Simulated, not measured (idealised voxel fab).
You're looking at the process module voxel capacitor over wiring.
The figure presents cross-section cut, which has a width of 200 nm and is divided into square cells with an edge length of 5 nm.
How to read a cross-section here: the picture is a grid of square cells, written as bands going from the top down, and any band can span one or more rows of cells.
Basically the band line says how high the top is and how high the bottom is, in nm, and then what's in it from left to right, every material with its width in nm. Empty space shows up as "empty", and if a single material carries "all across" it runs the full band edge to edge.
A quick word on heights: they are counted from 0, and under that level the wafer as it came to us is one material throughout. The lowest band is different from the rest in having no bottom; it simply continues downward, written as in "0 nm and below".
Width "30..40": first value at the band's top row of cells, second value at its bottom row, equal change from row to row.
When a step is marked "left unchanged", none of the cells in the cross-section changed during that step.
"Entrapped voids" means: voids of 8 cells or more that are shut off from the top with no open way through. Written width x height at distance, distance from the left edge, in nm.
It should be noted that, on the line of a given step, the content following the step's settings is a remark produced by the simulator itself with respect to that step.
What "overlay nm" on a step's line means: if the step has a mask, that mask lay this far to the right of its planned place, or, when the value is negative, to the left.
Listed below are the process steps as planned
1: RECEIVE with material Si
2: CONFORMAL_DEP with material SiO2, thk nm 10
3: DIRECTIONAL_DEP with material TiN, thk nm 5
4: DIRECTIONAL_DEP with material W, thk nm 15
5: MASKED_ETCH with tone cover, mask id METAL_1, width nm 30, pitch nm 90, etch materials W, depth nm 15, overlay nm 0
6: MASKED_ETCH with tone cover, mask id METAL_1, width nm 30, pitch nm 90, etch materials TiN, depth nm 5, overlay nm 0
7: CONFORMAL_DEP with material SiCN, thk nm 5
8: FILL_DEP with material lowk, thk nm 10
9: CMP with height nm 30
10: CONFORMAL_DEP with material SiCN, thk nm 5
11: DIRECTIONAL_DEP with material lowk, thk nm 10
12: PATTERN with tone open, mask id PLUG_1, material resist, width nm 15, thk nm 15, overlay nm 0
13: DIRECTIONAL_ETCH with etch materials lowk, depth nm 10
14: DIRECTIONAL_ETCH with etch materials SiCN, depth nm 5
15: STRIP with etch materials resist
16: EPI with material Ru, thk nm 10
17: EPI with material Ru, thk nm 5
18: DIRECTIONAL_DEP with material TiN, thk nm 5
19: DIRECTIONAL_DEP with material HfO2, thk nm 5
20: DIRECTIONAL_DEP with material TiN, thk nm 10
21: DIRECTIONAL_DEP with material aC, thk nm 10
22: PATTERN with tone cover, mask id UPPER_PLATE, material resist, width nm 65, thk nm 25, overlay nm 0
23: DIRECTIONAL_ETCH with etch materials aC, depth nm 10
24: STRIP with etch materials resist
25: DIRECTIONAL_ETCH with etch materials TiN, depth nm 10
26: DIRECTIONAL_ETCH with etch materials HfO2, depth nm 5
27: STRIP with etch materials aC
28: PATTERN with tone cover, mask id LOWER_PLATE, material resist, width nm 75, thk nm 20, overlay nm 0
29: DIRECTIONAL_ETCH with etch materials TiN, depth nm 5
30: STRIP with etch materials resist
31: FILL_DEP with material SiO2, thk nm 20
32: CMP with height nm 80
33: DIRECTIONAL_DEP with material aC, thk nm 10
34: PATTERN with tone open, mask id PLUG_2, material resist, width nm 15, thk nm 30, overlay nm 0
35: DIRECTIONAL_ETCH with etch materials aC, depth nm 10
36: STRIP with etch materials resist
37: DIRECTIONAL_ETCH with etch materials SiO2, depth nm 15
38: STRIP with etch materials aC
39: CONFORMAL_DEP with material TiN, thk nm 5
40: FILL_DEP with material Cu, thk nm 5
41: CMP with height nm 80
42: CONFORMAL_DEP with material SiCN, thk nm 5
First out of two wafers; run went to plan
Delivered wafer in cross-section: state after step 1
- 0 nm and below = Si all across
- Entrapped voids: none
So this is the wafer cross-section right after step 2
- 10 nm to 0 nm = SiO2 all across
- Below a height of 0, the structure has not been altered.
So this is the wafer cross-section right after step 3
- 15 nm to 10 nm = TiN all across
- Below a height of 10, the structure has not been altered.
So this is the wafer cross-section right after step 4
- 30 nm to 15 nm = W all across
- Below a height of 15, the structure has not been altered.
So this is the wafer cross-section right after step 5
- 30 nm to 15 nm = empty 40 / W 30 / empty 60 / W 30 / empty 40
- Below a height of 15, the structure has not been altered.
So this is the wafer cross-section right after step 6
- 30 nm to 15 nm = empty 40 / W 30 / empty 60 / W 30 / empty 40
- 15 nm to 10 nm = empty 40 / TiN 30 / empty 60 / TiN 30 / empty 40
- Below a height of 10, the structure has not been altered.
So this is the wafer cross-section right after step 7
- 35 nm to 30 nm = empty 35 / SiCN 40 / empty 50 / SiCN 40 / empty 35
- 30 nm to 15 nm = empty 35 / SiCN 5 / W 30 / SiCN 5 / empty 50 / SiCN 5 / W 30 / SiCN 5 / empty 35
- 15 nm to 10 nm = SiCN 40 / TiN 30 / SiCN 60 / TiN 30 / SiCN 40
- Below a height of 10, the structure has not been altered.
So this is the wafer cross-section right after step 8
- 45 nm to 35 nm = lowk all across
- 35 nm to 30 nm = lowk 35 / SiCN 40 / lowk 50 / SiCN 40 / lowk 35
- 30 nm to 15 nm = lowk 35 / SiCN 5 / W 30 / SiCN 5 / lowk 50 / SiCN 5 / W 30 / SiCN 5 / lowk 35
- Below a height of 15, the structure has not been altered.
So this is the wafer cross-section right after step 9
- 30 nm to 15 nm = lowk 35 / SiCN 5 / W 30 / SiCN 5 / lowk 50 / SiCN 5 / W 30 / SiCN 5 / lowk 35
- Below a height of 15, the structure has not been altered.
So this is the wafer cross-section right after step 10
- 35 nm to 30 nm = SiCN all across
- Below a height of 30, the structure has not been altered.
So this is the wafer cross-section right after step 11
- 45 nm to 35 nm = lowk all across
- Below a height of 35, the structure has not been altered.
So this is the wafer cross-section right after step 12
- 60 nm to 45 nm = resist 55 / empty 15 / resist 130
- Below a height of 45, the structure has not been altered.
So this is the wafer cross-section right after step 13
- 60 nm to 45 nm = resist 55 / empty 15 / resist 130
- 45 nm to 35 nm = lowk 55 / empty 15 / lowk 130
- Below a height of 35, the structure has not been altered.
So this is the wafer cross-section right after step 14
- 60 nm to 45 nm = resist 55 / empty 15 / resist 130
- 45 nm to 35 nm = lowk 55 / empty 15 / lowk 130
- 35 nm to 30 nm = SiCN 55 / empty 15 / SiCN 130
- Below a height of 30, the structure has not been altered.
So this is the wafer cross-section right after step 15
- 45 nm to 35 nm = lowk 55 / empty 15 / lowk 130
- Below a height of 35, the structure has not been altered.
So this is the wafer cross-section right after step 16
- 45 nm to 40 nm = lowk 55 / empty 15 / lowk 130
- 40 nm to 35 nm = lowk 55 / Ru 15 / lowk 130
- 35 nm to 30 nm = SiCN 55 / Ru 15 / SiCN 130
- Below a height of 30, the structure has not been altered.
So this is the wafer cross-section right after step 17
- 45 nm to 35 nm = lowk 55 / Ru 15 / lowk 130
- Below a height of 35, the structure has not been altered.
So this is the wafer cross-section right after step 18
- 50 nm to 45 nm = TiN all across
- Below a height of 45, the structure has not been altered.
So this is the wafer cross-section right after step 19
- 55 nm to 50 nm = HfO2 all across
- Below a height of 50, the structure has not been altered.
So this is the wafer cross-section right after step 20
- 65 nm to 55 nm = TiN all across
- Below a height of 55, the structure has not been altered.
So this is the wafer cross-section right after step 21
- 75 nm to 65 nm = aC all across
- Below a height of 65, the structure has not been altered.
So this is the wafer cross-section right after step 22
- 100 nm to 75 nm = empty 55 / resist 65 / empty 80
- Below a height of 75, the structure has not been altered.
So this is the wafer cross-section right after step 23
- 90 nm to 75 nm = empty 55 / resist 65 / empty 80
- 75 nm to 65 nm = empty 55 / aC 65 / empty 80
- Below a height of 65, the structure has not been altered.
So this is the wafer cross-section right after step 24
- 75 nm to 65 nm = empty 55 / aC 65 / empty 80
- Below a height of 65, the structure has not been altered.
So this is the wafer cross-section right after step 25
- 75 nm to 65 nm = empty 55 / aC 65 / empty 80
- 65 nm to 55 nm = empty 55 / TiN 65 / empty 80
- Below a height of 55, the structure has not been altered.
So this is the wafer cross-section right after step 26
- 75 nm to 65 nm = empty 55 / aC 65 / empty 80
- 65 nm to 55 nm = empty 55 / TiN 65 / empty 80
- 55 nm to 50 nm = empty 55 / HfO2 65 / empty 80
- Below a height of 50, the structure has not been altered.
So this is the wafer cross-section right after step 27
- 65 nm to 55 nm = empty 55 / TiN 65 / empty 80
- Below a height of 55, the structure has not been altered.
So this is the wafer cross-section right after step 28
- 85 nm to 65 nm = empty 50 / resist 75 / empty 75
- 65 nm to 55 nm = empty 50 / resist 5 / TiN 65 / resist 5 / empty 75
- 55 nm to 50 nm = empty 50 / resist 5 / HfO2 65 / resist 5 / empty 75
- Below a height of 50, the structure has not been altered.
So this is the wafer cross-section right after step 29
- 85 nm to 65 nm = empty 50 / resist 75 / empty 75
- 65 nm to 55 nm = empty 50 / resist 5 / TiN 65 / resist 5 / empty 75
- 55 nm to 50 nm = empty 50 / resist 5 / HfO2 65 / resist 5 / empty 75
- 50 nm to 45 nm = empty 50 / TiN 75 / empty 75
- Below a height of 45, the structure has not been altered.
So this is the wafer cross-section right after step 30
- 65 nm to 55 nm = empty 55 / TiN 65 / empty 80
- 55 nm to 50 nm = empty 55 / HfO2 65 / empty 80
- Below a height of 50, the structure has not been altered.
So this is the wafer cross-section right after step 31
- 85 nm to 65 nm = SiO2 all across
- 65 nm to 55 nm = SiO2 55 / TiN 65 / SiO2 80
- 55 nm to 50 nm = SiO2 55 / HfO2 65 / SiO2 80
- 50 nm to 45 nm = SiO2 50 / TiN 75 / SiO2 75
- Below a height of 45, the structure has not been altered.
So this is the wafer cross-section right after step 32
- 80 nm to 65 nm = SiO2 all across
- Below a height of 65, the structure has not been altered.
So this is the wafer cross-section right after step 33
- 90 nm to 80 nm = aC all across
- Below a height of 80, the structure has not been altered.
So this is the wafer cross-section right after step 34
- 120 nm to 90 nm = resist 65 / empty 15 / resist 120
- Below a height of 90, the structure has not been altered.
So this is the wafer cross-section right after step 35
- 110 nm to 90 nm = resist 65 / empty 15 / resist 120
- 90 nm to 80 nm = aC 65 / empty 15 / aC 120
- Below a height of 80, the structure has not been altered.
So this is the wafer cross-section right after step 36
- 90 nm to 80 nm = aC 65 / empty 15 / aC 120
- Below a height of 80, the structure has not been altered.
So this is the wafer cross-section right after step 37
- 90 nm to 80 nm = aC 65 / empty 15 / aC 120
- 80 nm to 65 nm = SiO2 65 / empty 15 / SiO2 120
- Below a height of 65, the structure has not been altered.
So this is the wafer cross-section right after step 38
- 80 nm to 65 nm = SiO2 65 / empty 15 / SiO2 120
- Below a height of 65, the structure has not been altered.
So this is the wafer cross-section right after step 39
- 85 nm to 80 nm = TiN 70 / empty 5 / TiN 125
- 80 nm to 70 nm = SiO2 65 / TiN 5 / empty 5 / TiN 5 / SiO2 120
- 70 nm to 65 nm = SiO2 65 / TiN 15 / SiO2 120
- Below a height of 65, the structure has not been altered.
So this is the wafer cross-section right after step 40
- 90 nm to 85 nm = Cu all across
- 85 nm to 80 nm = TiN 70 / Cu 5 / TiN 125
- 80 nm to 70 nm = SiO2 65 / TiN 5 / Cu 5 / TiN 5 / SiO2 120
- Below a height of 70, the structure has not been altered.
So this is the wafer cross-section right after step 41
- 80 nm to 70 nm = SiO2 65 / TiN 5 / Cu 5 / TiN 5 / SiO2 120
- Below a height of 70, the structure has not been altered.
So this is the wafer cross-section right after step 42
- 85 nm to 80 nm = SiCN all across
- Below a height of 80, the structure has not been altered.
Second wafer: same start and same plan as the first, one execution error; identical to the first through step 15
Cross-sectional representation of the second wafer at the time designated in the plan for the completion of step 16
- 50 nm to 45 nm = empty 50 / Ru 25 / empty 125
- 45 nm to 35 nm = lowk 55 / Ru 15 / lowk 130
- 35 nm to 30 nm = SiCN 55 / Ru 15 / SiCN 130
- Below a height of 30, the structure has not been altered.
Cross-sectional representation of the second wafer at the time designated in the plan for the completion of step 17
- 55 nm to 45 nm = empty 45 / Ru 35 / empty 120
- Below a height of 45, the structure has not been altered.
Cross-sectional representation of the second wafer at the time designated in the plan for the completion of step 18
- 60 nm to 55 nm = empty 45 / TiN 35 / empty 120
- 55 nm to 50 nm = empty 45 / Ru 35 / empty 120
- 50 nm to 45 nm = TiN 45 / Ru 35 / TiN 120
- Below a height of 45, the structure has not been altered.
Cross-sectional representation of the second wafer at the time designated in the plan for the completion of step 19
- 65 nm to 60 nm = empty 45 / HfO2 35 / empty 120
- 60 nm to 55 nm = empty 45 / TiN 35 / empty 120
- 55 nm to 50 nm = HfO2 45 / Ru 35 / HfO2 120
- Below a height of 50, the structure has not been altered.
Cross-sectional representation of the second wafer at the time designated in the plan for the completion of step 20
- 75 nm to 65 nm = empty 45 / TiN 35 / empty 120
- 65 nm to 60 nm = TiN 45 / HfO2 35 / TiN 120
- 60 nm to 55 nm = TiN all across
- Below a height of 55, the structure has not been altered.
Cross-sectional representation of the second wafer at the time designated in the plan for the completion of step 21
- 85 nm to 75 nm = empty 45 / aC 35 / empty 120
- 75 nm to 65 nm = aC 45 / TiN 35 / aC 120
- Below a height of 65, the structure has not been altered.
Cross-sectional representation of the second wafer at the time designated in the plan for the completion of step 22
- 110 nm to 85 nm = empty 55 / resist 65 / empty 80
- 85 nm to 75 nm = empty 45 / aC 35 / resist 40 / empty 80
- Below a height of 75, the structure has not been altered.
Cross-sectional representation of the second wafer at the time designated in the plan for the completion of step 23
- 100 nm to 85 nm = empty 55 / resist 65 / empty 80
- 85 nm to 75 nm = empty 55 / aC 25 / resist 40 / empty 80
- 75 nm to 65 nm = empty 45 / TiN 35 / aC 40 / empty 80
- Below a height of 65, the structure has not been altered.
Cross-sectional representation of the second wafer at the time designated in the plan for the completion of step 24
- 85 nm to 75 nm = empty 55 / aC 25 / empty 120
- Below a height of 75, the structure has not been altered.
Cross-sectional representation of the second wafer at the time designated in the plan for the completion of step 25
- 85 nm to 75 nm = empty 55 / aC 25 / empty 120
- 75 nm to 65 nm = empty 55 / TiN 25 / aC 40 / empty 80
- 65 nm to 60 nm = empty 45 / HfO2 35 / TiN 40 / empty 80
- 60 nm to 55 nm = empty 45 / TiN 75 / empty 80
- Below a height of 55, the structure has not been altered.
Cross-sectional representation of the second wafer at the time designated in the plan for the completion of step 26
- 85 nm to 75 nm = empty 55 / aC 25 / empty 120
- 75 nm to 65 nm = empty 55 / TiN 25 / aC 40 / empty 80
- 65 nm to 60 nm = empty 55 / HfO2 25 / TiN 40 / empty 80
- 60 nm to 55 nm = empty 45 / TiN 75 / empty 80
- 55 nm to 50 nm = empty 45 / Ru 35 / HfO2 40 / empty 80
- Below a height of 50, the structure has not been altered.
Cross-sectional representation of the second wafer at the time designated in the plan for the completion of step 27
- 75 nm to 65 nm = empty 55 / TiN 25 / empty 120
- Below a height of 65, the structure has not been altered.
Cross-sectional representation of the second wafer at the time designated in the plan for the completion of step 28
- 95 nm to 75 nm = empty 50 / resist 75 / empty 75
- 75 nm to 65 nm = empty 50 / resist 5 / TiN 25 / resist 45 / empty 75
- 65 nm to 60 nm = empty 50 / resist 5 / HfO2 25 / TiN 40 / resist 5 / empty 75
- 60 nm to 55 nm = empty 45 / TiN 75 / resist 5 / empty 75
- 55 nm to 50 nm = empty 45 / Ru 35 / HfO2 40 / resist 5 / empty 75
- Below a height of 50, the structure has not been altered.
Cross-sectional representation of the second wafer at the time designated in the plan for the completion of step 29
- 95 nm to 75 nm = empty 50 / resist 75 / empty 75
- 75 nm to 65 nm = empty 50 / resist 5 / TiN 25 / resist 45 / empty 75
- 65 nm to 60 nm = empty 50 / resist 5 / HfO2 25 / TiN 40 / resist 5 / empty 75
- 60 nm to 55 nm = empty 50 / TiN 70 / resist 5 / empty 75
- 55 nm to 50 nm = empty 45 / Ru 35 / HfO2 40 / resist 5 / empty 75
- 50 nm to 45 nm = empty 45 / Ru 35 / TiN 45 / empty 75
- Below a height of 45, the structure has not been altered.
Cross-sectional representation of the second wafer at the time designated in the plan for the completion of step 30
- 75 nm to 65 nm = empty 55 / TiN 25 / empty 120
- 65 nm to 60 nm = empty 55 / HfO2 25 / TiN 40 / empty 80
- 60 nm to 55 nm = empty 50 / TiN 70 / empty 80
- 55 nm to 50 nm = empty 45 / Ru 35 / HfO2 40 / empty 80
- Below a height of 50, the structure has not been altered.
Cross-sectional representation of the second wafer at the time designated in the plan for the completion of step 31
- 95 nm to 75 nm = SiO2 all across
- 75 nm to 65 nm = SiO2 55 / TiN 25 / SiO2 120
- 65 nm to 60 nm = SiO2 55 / HfO2 25 / TiN 40 / SiO2 80
- 60 nm to 55 nm = SiO2 50 / TiN 70 / SiO2 80
- 55 nm to 50 nm = SiO2 45 / Ru 35 / HfO2 40 / SiO2 80
- 50 nm to 45 nm = SiO2 45 / Ru 35 / TiN 45 / SiO2 75
- Below a height of 45, the structure has not been altered.
Cross-sectional representation of the second wafer at the time designated in the plan for the completion of step 32
- 80 nm to 75 nm = SiO2 all across
- Below a height of 75, the structure has not been altered.
Cross-sectional representation of the second wafer at the time designated in the plan for the completion of step 33
- 90 nm to 80 nm = aC all across
- Below a height of 80, the structure has not been altered.
Cross-sectional representation of the second wafer at the time designated in the plan for the completion of step 34
- 120 nm to 90 nm = resist 65 / empty 15 / resist 120
- Below a height of 90, the structure has not been altered.
Cross-sectional representation of the second wafer at the time designated in the plan for the completion of step 35
- 110 nm to 90 nm = resist 65 / empty 15 / resist 120
- 90 nm to 80 nm = aC 65 / empty 15 / aC 120
- Below a height of 80, the structure has not been altered.
Cross-sectional representation of the second wafer at the time designated in the plan for the completion of step 36
- 90 nm to 80 nm = aC 65 / empty 15 / aC 120
- Below a height of 80, the structure has not been altered.
Cross-sectional representation of the second wafer at the time designated in the plan for the completion of step 37
- 90 nm to 80 nm = aC 65 / empty 15 / aC 120
- 80 nm to 75 nm = SiO2 65 / empty 15 / SiO2 120
- Below a height of 75, the structure has not been altered.
Cross-sectional representation of the second wafer at the time designated in the plan for the completion of step 38
- 80 nm to 75 nm = SiO2 65 / empty 15 / SiO2 120
- Below a height of 75, the structure has not been altered.
Cross-sectional representation of the second wafer at the time designated in the plan for the completion of step 39
- 85 nm to 80 nm = TiN 70 / empty 5 / TiN 125
- 80 nm to 75 nm = SiO2 65 / TiN 15 / SiO2 120
- Below a height of 75, the structure has not been altered.
Cross-sectional representation of the second wafer at the time designated in the plan for the completion of step 40
- 90 nm to 85 nm = Cu all across
- 85 nm to 80 nm = TiN 70 / Cu 5 / TiN 125
- Below a height of 80, the structure has not been altered.
Cross-sectional representation of the second wafer at the time designated in the plan for the completion of step 41
- 80 nm to 75 nm = SiO2 65 / TiN 15 / SiO2 120
- Below a height of 75, the structure has not been altered.
Cross-sectional representation of the second wafer at the time designated in the plan for the completion of step 42
- 85 nm to 80 nm = SiCN all across
- Below a height of 80, the structure has not been altered.
Where did the run depart from the plan? step 16 of the plan saw execution twice
End of process, cell counts, second wafer against first, materials with more or fewer: -2 Cu, +14 Ru, -8 SiO2, -4 TiN
